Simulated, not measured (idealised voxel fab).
Name of the process module below: voxel gate over fins
Each square cell in cross-section cut measures 5 nm, and the section as a whole is 260 nm wide.
Square cells in a grid make up a cross-section in this document, and the grid is given as bands, listed from the top down, each one or more rows of cells.
Quick guide to a band line: top height, bottom height (nm) up front; then every material left to right with its width in nm. Only one material and it's marked "all across"? Then it fills the band edge to edge. And "empty" just means empty space.
Heights are expressed relative to 0, this being the level below which the as-received wafer comprises one material exclusively. The lowest band is unbounded in the downward direction and is denoted as in "from 0 down".
The expression "30..40" gives the width at the extremes of the band, the first number at its top row of cells and the second at its bottom row, with the width changing by equal amounts from each row to the next in between.
Key: "no alteration" - step with no changed cell in the cross-section.
"Tabulated closed voids" lists enclosed empty spaces (at least 8 cells, no open path upward to the top), each as width x height at distance from the left edge, in nm.
It should be noted that, on the line of a given step, the content following the step's settings is a remark produced by the simulator itself with respect to that step.
overlay nm: step with mask; distance mask lay right of planned place; negative value = left of planned place.
The planned process steps are enumerated hereunder
step 1: RECEIVE | material Si
step 2: CONFORMAL_DEP | material SiN | thk nm 5
step 3: DIRECTIONAL_DEP | material aC | thk nm 15
step 4: PATTERN | tone cover | mask id FINS | material resist | width nm 15 | pitch nm 40 | thk nm 30 | overlay nm 0
step 5: DIRECTIONAL_ETCH | etch materials aC | depth nm 15
step 6: STRIP | etch materials resist
step 7: DIRECTIONAL_ETCH | etch materials SiN | depth nm 5
step 8: DIRECTIONAL_ETCH | etch materials Si | depth nm 35
step 9: STRIP | etch materials aC
step 10: OXIDIZE | depth nm 5
step 11: FILL_DEP | material SiO2 | thk nm 10
step 12: CMP | height nm 5
step 13: SELECTIVE_ETCH | etch materials SiO2 | depth nm 15
step 14: STRIP | etch materials SiN
step 15: CONFORMAL_DEP | material HfO2 | thk nm 5
step 16: CONFORMAL_DEP | material TiN | thk nm 5
step 17: FILL_DEP | material W | thk nm 15
step 18: CMP | height nm 20
step 19: CONFORMAL_DEP | material SiCN | thk nm 10
So, the first of our two wafers, run just as we planned it
Delivered wafer in cross-section: state after step 1
> from 0 down | Si all across
> Tabulated closed voids: none
Wafer section view after processing step 2
> from 5 to 0 | SiN all across
> Heights below 0 show no change.
Wafer section view after processing step 3
> from 20 to 5 | aC all across
> Heights below 5 show no change.
Wafer section view after processing step 4
> from 50 to 20 | empty 60 nm, then resist 15 nm, then empty 25 nm, then resist 15 nm, then empty 25 nm, then resist 15 nm, then empty 25 nm, then resist 15 nm, then empty 65 nm
> Heights below 20 show no change.
Wafer section view after processing step 5
> from 35 to 20 | empty 60 nm, then resist 15 nm, then empty 25 nm, then resist 15 nm, then empty 25 nm, then resist 15 nm, then empty 25 nm, then resist 15 nm, then empty 65 nm
> from 20 to 5 | empty 60 nm, then aC 15 nm, then empty 25 nm, then aC 15 nm, then empty 25 nm, then aC 15 nm, then empty 25 nm, then aC 15 nm, then empty 65 nm
> Heights below 5 show no change.
Wafer section view after processing step 6
> from 20 to 5 | empty 60 nm, then aC 15 nm, then empty 25 nm, then aC 15 nm, then empty 25 nm, then aC 15 nm, then empty 25 nm, then aC 15 nm, then empty 65 nm
> Heights below 5 show no change.
Wafer section view after processing step 7
> from 20 to 5 | empty 60 nm, then aC 15 nm, then empty 25 nm, then aC 15 nm, then empty 25 nm, then aC 15 nm, then empty 25 nm, then aC 15 nm, then empty 65 nm
> from 5 to 0 | empty 60 nm, then SiN 15 nm, then empty 25 nm, then SiN 15 nm, then empty 25 nm, then SiN 15 nm, then empty 25 nm, then SiN 15 nm, then empty 65 nm
> Heights below 0 show no change.
Wafer section view after processing step 8
> from 20 to 5 | empty 60 nm, then aC 15 nm, then empty 25 nm, then aC 15 nm, then empty 25 nm, then aC 15 nm, then empty 25 nm, then aC 15 nm, then empty 65 nm
> from 5 to 0 | empty 60 nm, then SiN 15 nm, then empty 25 nm, then SiN 15 nm, then empty 25 nm, then SiN 15 nm, then empty 25 nm, then SiN 15 nm, then empty 65 nm
> from 0 to -35 | empty 60 nm, then Si 15 nm, then empty 25 nm, then Si 15 nm, then empty 25 nm, then Si 15 nm, then empty 25 nm, then Si 15 nm, then empty 65 nm
> Heights below -35 show no change.
Wafer section view after processing step 9
> from 5 to 0 | empty 60 nm, then SiN 15 nm, then empty 25 nm, then SiN 15 nm, then empty 25 nm, then SiN 15 nm, then empty 25 nm, then SiN 15 nm, then empty 65 nm
> Heights below 0 show no change.
Wafer section view after processing step 10
> from 5 to 0 | empty 60 nm, then SiN 15 nm, then empty 25 nm, then SiN 15 nm, then empty 25 nm, then SiN 15 nm, then empty 25 nm, then SiN 15 nm, then empty 65 nm
> from 0 to -35 | empty 60 nm, then SiO2 5 nm, then Si 5 nm, then SiO2 5 nm, then empty 25 nm, then SiO2 5 nm, then Si 5 nm, then SiO2 5 nm, then empty 25 nm, then SiO2 5 nm, then Si 5 nm, then SiO2 5 nm, then empty 25 nm, then SiO2 5 nm, then Si 5 nm, then SiO2 5 nm, then empty 65 nm
> from -35 to -40 | SiO2 65 nm, then Si 5 nm, then SiO2 35 nm, then Si 5 nm, then SiO2 35 nm, then Si 5 nm, then SiO2 35 nm, then Si 5 nm, then SiO2 70 nm
> Heights below -40 show no change.
Wafer section view after processing step 11
> from 15 to 5 | SiO2 all across
> from 5 to 0 | SiO2 60 nm, then SiN 15 nm, then SiO2 25 nm, then SiN 15 nm, then SiO2 25 nm, then SiN 15 nm, then SiO2 25 nm, then SiN 15 nm, then SiO2 65 nm
> from 0 to -40 | SiO2 65 nm, then Si 5 nm, then SiO2 35 nm, then Si 5 nm, then SiO2 35 nm, then Si 5 nm, then SiO2 35 nm, then Si 5 nm, then SiO2 70 nm
> Heights below -40 show no change.
Wafer section view after processing step 12
> from 5 to 0 | SiO2 60 nm, then SiN 15 nm, then SiO2 25 nm, then SiN 15 nm, then SiO2 25 nm, then SiN 15 nm, then SiO2 25 nm, then SiN 15 nm, then SiO2 65 nm
> Heights below 0 show no change.
Wafer section view after processing step 13
> from 5 to 0 | empty 60 nm, then SiN 15 nm, then empty 25 nm, then SiN 15 nm, then empty 25 nm, then SiN 15 nm, then empty 25 nm, then SiN 15 nm, then empty 65 nm
> from 0 to -10 | empty 65 nm, then Si 5 nm, then empty 35 nm, then Si 5 nm, then empty 35 nm, then Si 5 nm, then empty 35 nm, then Si 5 nm, then empty 70 nm
> Heights below -10 show no change.
Wafer section view after processing step 14
> from 0 to -10 | empty 65 nm, then Si 5 nm, then empty 35 nm, then Si 5 nm, then empty 35 nm, then Si 5 nm, then empty 35 nm, then Si 5 nm, then empty 70 nm
> Heights below -10 show no change.
Wafer section view after processing step 15
> from 5 to 0 | empty 60 nm, then HfO2 15 nm, then empty 25 nm, then HfO2 15 nm, then empty 25 nm, then HfO2 15 nm, then empty 25 nm, then HfO2 15 nm, then empty 65 nm
> from 0 to -5 | empty 60 nm, then HfO2 5 nm, then Si 5 nm, then HfO2 5 nm, then empty 25 nm, then HfO2 5 nm, then Si 5 nm, then HfO2 5 nm, then empty 25 nm, then HfO2 5 nm, then Si 5 nm, then HfO2 5 nm, then empty 25 nm, then HfO2 5 nm, then Si 5 nm, then HfO2 5 nm, then empty 65 nm
> from -5 to -10 | HfO2 65 nm, then Si 5 nm, then HfO2 35 nm, then Si 5 nm, then HfO2 35 nm, then Si 5 nm, then HfO2 35 nm, then Si 5 nm, then HfO2 70 nm
> Heights below -10 show no change.
Wafer section view after processing step 16
> from 10 to 5 | empty 55 nm, then TiN 25 nm, then empty 15 nm, then TiN 25 nm, then empty 15 nm, then TiN 25 nm, then empty 15 nm, then TiN 25 nm, then empty 60 nm
> from 5 to 0 | empty 55 nm, then TiN 5 nm, then HfO2 15 nm, then TiN 5 nm, then empty 15 nm, then TiN 5 nm, then HfO2 15 nm, then TiN 5 nm, then empty 15 nm, then TiN 5 nm, then HfO2 15 nm, then TiN 5 nm, then empty 15 nm, then TiN 5 nm, then HfO2 15 nm, then TiN 5 nm, then empty 60 nm
> from 0 to -5 | TiN 60 nm, then HfO2 5 nm, then Si 5 nm, then HfO2 5 nm, then TiN 25 nm, then HfO2 5 nm, then Si 5 nm, then HfO2 5 nm, then TiN 25 nm, then HfO2 5 nm, then Si 5 nm, then HfO2 5 nm, then TiN 25 nm, then HfO2 5 nm, then Si 5 nm, then HfO2 5 nm, then TiN 65 nm
> Heights below -5 show no change.
Wafer section view after processing step 17
> from 25 to 10 | W all across
> from 10 to 5 | W 55 nm, then TiN 25 nm, then W 15 nm, then TiN 25 nm, then W 15 nm, then TiN 25 nm, then W 15 nm, then TiN 25 nm, then W 60 nm
> from 5 to 0 | W 55 nm, then TiN 5 nm, then HfO2 15 nm, then TiN 5 nm, then W 15 nm, then TiN 5 nm, then HfO2 15 nm, then TiN 5 nm, then W 15 nm, then TiN 5 nm, then HfO2 15 nm, then TiN 5 nm, then W 15 nm, then TiN 5 nm, then HfO2 15 nm, then TiN 5 nm, then W 60 nm
> Heights below 0 show no change.
Wafer section view after processing step 18
> from 20 to 10 | W all across
> Heights below 10 show no change.
Wafer section view after processing step 19
> from 30 to 20 | SiCN all across
> Heights below 20 show no change.
Second wafer. Start and plan as for the first. One mistake made in running. Agrees with the first up to and including step 14
Second wafer cross-section, taken as of the time the plan sets for step 15 to be done: no alteration
Second wafer cross-section, taken as of the time the plan sets for step 16 to be done
> from 5 to 0 | empty 60 nm, then TiN 15 nm, then empty 25 nm, then TiN 15 nm, then empty 25 nm, then TiN 15 nm, then empty 25 nm, then TiN 15 nm, then empty 65 nm
> from 0 to -5 | empty 60 nm, then TiN 5 nm, then Si 5 nm, then TiN 5 nm, then empty 25 nm, then TiN 5 nm, then Si 5 nm, then TiN 5 nm, then empty 25 nm, then TiN 5 nm, then Si 5 nm, then TiN 5 nm, then empty 25 nm, then TiN 5 nm, then Si 5 nm, then TiN 5 nm, then empty 65 nm
> from -5 to -10 | TiN 65 nm, then Si 5 nm, then TiN 35 nm, then Si 5 nm, then TiN 35 nm, then Si 5 nm, then TiN 35 nm, then Si 5 nm, then TiN 70 nm
> Heights below -10 show no change.
Second wafer cross-section, taken as of the time the plan sets for step 17 to be done
> from 20 to 5 | W all across
> from 5 to 0 | W 60 nm, then TiN 15 nm, then W 25 nm, then TiN 15 nm, then W 25 nm, then TiN 15 nm, then W 25 nm, then TiN 15 nm, then W 65 nm
> from 0 to -5 | W 60 nm, then TiN 5 nm, then Si 5 nm, then TiN 5 nm, then W 25 nm, then TiN 5 nm, then Si 5 nm, then TiN 5 nm, then W 25 nm, then TiN 5 nm, then Si 5 nm, then TiN 5 nm, then W 25 nm, then TiN 5 nm, then Si 5 nm, then TiN 5 nm, then W 65 nm
> Heights below -5 show no change.
Second wafer cross-section, taken as of the time the plan sets for step 18 to be done: no alteration
Second wafer cross-section, taken as of the time the plan sets for step 19 to be done
> from 30 to 20 | SiCN all across
> Heights below 20 show no change.
Run error: with respect to the plan, step 15 was omitted and not executed
End of process, cell counts, second wafer against first, materials with more or fewer: HfO2: 68 fewer | W: 68 more
